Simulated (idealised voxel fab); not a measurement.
process module | voxel released beams
For reference, the cross-section in this document is cut, with width 195 nm and square cells of 5 nm.
Notation: cross-section as square-cell grid; stated in bands, top first, going down; one or more cell rows per band. Look at the band entry: it leads with the top's height and the bottom's height in nm. Then it lists the materials left to right, with a width in nm for each. The word "everywhere" on a single material says that material fills the band edge to edge. The word "blank" is empty space. Where do heights start? At 0: under that level the wafer as delivered is made of one material only. And the lowest band has no floor; it just carries on downward, as in "top 0, no bottom". Width: "30->40" (first number = top row, second number = bottom row, same change from row to row of cells). "nothing different" -> step changed no cross-section cell. Entry "Completely sealed voids" = empty spaces >= 8 cells with no open way to the top; each as width x height at distance, distance from left edge, all nm. Formally, on a step line, whatever follows the settings is a remark that the simulator itself makes on the step. Steps that use a mask can have "overlay nm" on their line. It says how far the mask sat to the right of where it was meant to be. Negative means to the left.
plan
1) RECEIVE with material Si
2) CONFORMAL_DEP with material SiN, thk nm 5
3) DIRECTIONAL_DEP with material SiO2, thk nm 15
4) DIRECTIONAL_DEP with material aC, thk nm 10
5) PATTERN with tone open, mask id ANCHOR, material resist, width nm 35, thk nm 30, overlay nm -15
6) DIRECTIONAL_ETCH with etch materials aC, depth nm 10
7) STRIP with etch materials resist
8) DIRECTIONAL_ETCH with etch materials SiO2, depth nm 15
9) STRIP with etch materials aC
10) CONFORMAL_DEP with material polySi, thk nm 15
11) MASKED_ETCH with tone cover, mask id BEAM, width nm 120, etch materials polySi, depth nm 15, overlay nm 0
12) STRIP with etch materials SiO2
The value of overlay nm given for step 5 in the plan refers to the first wafer; the wafers vary in this setting and are alike at the start.
first wafer as received, after step 1
- top 0, no bottom = Si everywhere
- Completely sealed voids: none
End of the module, past its last step, step 12: how the first of several wafers looks in cross-section
- top 35, bottom 20 = blank: 35  polySi: 5  blank: 5  polySi: 110  blank: 40
- top 20, bottom 5 = blank: 25  polySi: 35  blank: 135
- top 5, bottom 0 = SiN everywhere
- top 0, no bottom = Si everywhere
- Completely sealed voids: none
Cross-sectional depiction of the last of several wafers upon completion of the module
- top 35, bottom 20 = blank: 35  polySi: 35  blank: 5  polySi: 80  blank: 40
- top 20, bottom 5 = blank: 55  polySi: 35  blank: 105
- top 5, bottom 0 = SiN everywhere
- top 0, no bottom = Si everywhere
- Completely sealed voids: none
So in this table every wafer gets its own row, and what you see is where it stands at the end of the module: for each material, how many cells it picked up (+) or gave up (-) since we received it, and after that its closed voids
overlay nm -15 | +39 SiN | +90 polySi | Completely sealed voids: none
overlay nm -10 | +39 SiN | +90 polySi | Completely sealed voids: none
overlay nm -5 | +39 SiN | +90 polySi | Completely sealed voids: none
overlay nm 0 | +39 SiN | +90 polySi | Completely sealed voids: none
overlay nm 5 | +39 SiN | +90 polySi | Completely sealed voids: none
overlay nm 10 | +39 SiN | +90 polySi | Completely sealed voids: none
overlay nm 15 | +39 SiN | +90 polySi | Completely sealed voids: none
